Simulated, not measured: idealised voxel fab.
The process module presented herein is designated voxel transistor to metal.
In the cross-section labelled cut, the width is 190 nm and each square cell is 5 nm.
Format of a cross-section: grid, square cells. Given as bands. Order: top down. Band: one or more rows of cells.
Look at the band entry: it leads with the top's height and the bottom's height in nm. Then it lists the materials left to right, with a width in nm for each. The word "everywhere" on a single material says that material fills the band edge to edge. The word "empty" is empty space.
A quick word on heights: they are counted from 0, and under that level the wafer as it came to us is one material throughout. The lowest band is different from the rest in having no bottom; it simply continues downward, written as in "0..down".
The width entry "30->40" should be interpreted row by row: the top row of cells in the band takes the first number, the bottom row takes the second number, and the change between adjacent rows is uniform throughout.
Any step labelled "nothing altered" changed none of the cells in the cross-section.
Look at "Closed voids list" for the closed voids: empty spaces with no open path to the top, sized 8 cells or up. Each is width x height at distance, distance from the left edge, all nm.
Step line, after settings: the simulator's comment on this step.
"overlay nm" denotes, for a step that has a mask, the displacement of the mask to the right of its planned place, with negative values corresponding to the left.
# Intended process steps
1: RECEIVE (material Si)
2: OXIDIZE (depth nm 5)
3: CONFORMAL_DEP (material SiN; thk nm 15)
4: MASKED_ETCH (tone cover; mask id ACTIVE; width nm 135; etch materials SiN; depth nm 15; overlay nm 0)
5: MASKED_ETCH (tone cover; mask id ACTIVE; width nm 135; etch materials SiO2; depth nm 5; overlay nm 0)
6: MASKED_ETCH (tone cover; mask id ACTIVE; width nm 125; etch materials Si; depth nm 20; overlay nm 0)
7: FILL_DEP (material SiO2; thk nm 10)
8: CMP (height nm 15)
9: SELECTIVE_ETCH (etch materials SiO2; depth nm 5)
10: STRIP (etch materials SiN)
11: SELECTIVE_ETCH (etch materials SiO2; depth nm 5)
12: OXIDIZE (depth nm 5)
13: DIRECTIONAL_DEP (material polySi; thk nm 30)
14: DIRECTIONAL_DEP (material SiCN; thk nm 10)
15: DIRECTIONAL_DEP (material aC; thk nm 15)
16: PATTERN (tone cover; mask id GATE; material resist; width nm 35; thk nm 30; overlay nm 0)
17: DIRECTIONAL_ETCH (etch materials aC; depth nm 15)
18: STRIP (etch materials resist)
19: DIRECTIONAL_ETCH (etch materials SiCN; depth nm 20)
20: DIRECTIONAL_ETCH (etch materials polySi; depth nm 40)
21: STRIP (etch materials aC)
22: CONFORMAL_DEP (material SiN; thk nm 5)
23: DIRECTIONAL_ETCH (etch materials SiN; depth nm 5)
24: DIRECTIONAL_ETCH (etch materials SiO2; depth nm 5)
25: DIRECTIONAL_ETCH (etch materials Si; depth nm 5)
26: EPI (material nSi; thk nm 5)
27: FILL_DEP (material SiO2; thk nm 10)
28: CMP (height nm 25)
29: STRIP (etch materials polySi)
30: SELECTIVE_ETCH (etch materials SiO2; depth nm 5)
31: CONFORMAL_DEP (material HfO2; thk nm 5)
32: CONFORMAL_DEP (material TiN; thk nm 5)
33: FILL_DEP (material W; thk nm 10)
34: CMP (height nm 20)
35: DIRECTIONAL_DEP (material SiO2; thk nm 15)
36: MASKED_ETCH (tone open; mask id CONTACT; width nm 20; pitch nm 95; etch materials SiO2; depth nm 45; overlay nm 0)
37: CONFORMAL_DEP (material TiN; thk nm 5)
38: FILL_DEP (material W; thk nm 5)
39: CMP (height nm 35)
40: DIRECTIONAL_DEP (material TiN; thk nm 5)
41: DIRECTIONAL_DEP (material W; thk nm 20)
42: MASKED_ETCH (tone cover; mask id METAL_1; width nm 20; pitch nm 95; etch materials W; depth nm 20; overlay nm 0)
43: MASKED_ETCH (tone cover; mask id METAL_1; width nm 20; pitch nm 95; etch materials TiN; depth nm 5; overlay nm 0)
44: FILL_DEP (material lowk; thk nm 10)
45: CMP (height nm 60)
46: CONFORMAL_DEP (material SiCN; thk nm 5)
For this document, wafers share an identical start and vary in the step 6 width nm; the plan quotes the first wafer's value.
# The first of several wafers, as received after step 1, seen in section
    0..down = Si everywhere
    Closed voids list: none
# At the end of the module, after its last step, step 46, the first of several wafers appears in cross-section as follows
    65..60 = SiCN everywhere
    60..40 = lowk (35), W (20), lowk (75), W (20), lowk (40)
    40..35 = lowk (35), TiN (20), lowk (75), TiN (20), lowk (40)
    35..20 = SiO2 (35), TiN (5), W (10), TiN (5), SiO2 (75), TiN (5), W (10), TiN (5), SiO2 (40)
    20..5 = SiO2 (35), TiN (5), W (10), TiN (5), SiO2 (15), SiN (5), HfO2 (5), TiN (5), W (15), TiN (5), HfO2 (5), SiN (5), SiO2 (15), TiN (5), W (10), TiN (5), SiO2 (40)
    5..0 = SiO2 (20), SiN (5), SiO2 (10), TiN (5), W (10), TiN (5), SiO2 (15), SiN (5), HfO2 (5), TiN (5), W (15), TiN (5), HfO2 (5), SiN (5), SiO2 (15), TiN (5), W (10), TiN (5), SiO2 (10), SiN (5), SiO2 (25)
    0..-5 = SiO2 (20), SiN (5), SiO2 (10), TiN (5), W (10), TiN (5), SiO2 (15), SiN (5), HfO2 (5), TiN (25), HfO2 (5), SiN (5), SiO2 (15), TiN (5), W (10), TiN (5), SiO2 (10), SiN (5), SiO2 (25)
    -5..-10 = SiO2 (35), TiN (20), SiO2 (10), nSi (5), HfO2 (45), nSi (5), SiO2 (10), TiN (20), SiO2 (40)
    -10..-15 = SiO2 (25), nSi (45), Si (45), nSi (45), SiO2 (30)
    -15..-25 = SiO2 (25), Si (135), SiO2 (30)
    -25..down = Si everywhere
    Closed voids list: none
# last wafer at the end
    65..60 = SiCN everywhere
    60..40 = lowk (35), W (20), lowk (75), W (20), lowk (40)
    40..35 = lowk (35), TiN (20), lowk (75), TiN (20), lowk (40)
    35..20 = SiO2 (35), TiN (5), W (10), TiN (5), SiO2 (75), TiN (5), W (10), TiN (5), SiO2 (40)
    20..5 = SiO2 (35), TiN (5), W (10), TiN (5), SiO2 (15), SiN (5), HfO2 (5), TiN (5), W (15), TiN (5), HfO2 (5), SiN (5), SiO2 (15), TiN (5), W (10), TiN (5), SiO2 (40)
    5..0 = SiO2 (20), SiN (5), SiO2 (10), TiN (5), W (10), TiN (5), SiO2 (15), SiN (5), HfO2 (5), TiN (5), W (15), TiN (5), HfO2 (5), SiN (5), SiO2 (15), TiN (5), W (10), TiN (5), SiO2 (10), SiN (5), SiO2 (25)
    0..-5 = SiO2 (20), SiN (5), SiO2 (10), TiN (5), W (10), TiN (5), SiO2 (15), SiN (5), HfO2 (5), TiN (25), HfO2 (5), SiN (5), SiO2 (15), TiN (5), W (10), TiN (5), SiO2 (10), SiN (5), SiO2 (25)
    -5..-10 = SiO2 (25), nSi (5), SiO2 (5), TiN (20), SiO2 (10), nSi (5), HfO2 (45), nSi (5), SiO2 (10), TiN (20), SiO2 (5), nSi (5), SiO2 (30)
    -10..-15 = SiO2 (20), Si (5), nSi (45), Si (45), nSi (45), Si (10), SiO2 (20)
    -15..-25 = SiO2 (20), Si (150), SiO2 (20)
    -25..down = Si everywhere
    Closed voids list: none
# Per wafer (row), end of module: delta in cells per material since receipt, (+) for gained, (-) for lost; closed voids after that
width nm 125, +19 HfO2, -127 Si, +38 SiCN, +14 SiN, +243 SiO2, +61 TiN, +76 W, +150 lowk, +20 nSi, Closed voids list: none
width nm 130, +19 HfO2, -127 Si, +38 SiCN, +14 SiN, +243 SiO2, +61 TiN, +76 W, +150 lowk, +20 nSi, Closed voids list: none
width nm 135, +19 HfO2, -127 Si, +38 SiCN, +14 SiN, +243 SiO2, +61 TiN, +76 W, +150 lowk, +20 nSi, Closed voids list: none
width nm 140, +19 HfO2, -124 Si, +38 SiCN, +14 SiN, +239 SiO2, +61 TiN, +76 W, +150 lowk, +21 nSi, Closed voids list: none
width nm 145, +19 HfO2, -121 Si, +38 SiCN, +14 SiN, +235 SiO2, +61 TiN, +76 W, +150 lowk, +22 nSi, Closed voids list: none
width nm 150, +19 HfO2, -118 Si, +38 SiCN, +14 SiN, +232 SiO2, +61 TiN, +76 W, +150 lowk, +22 nSi, Closed voids list: none
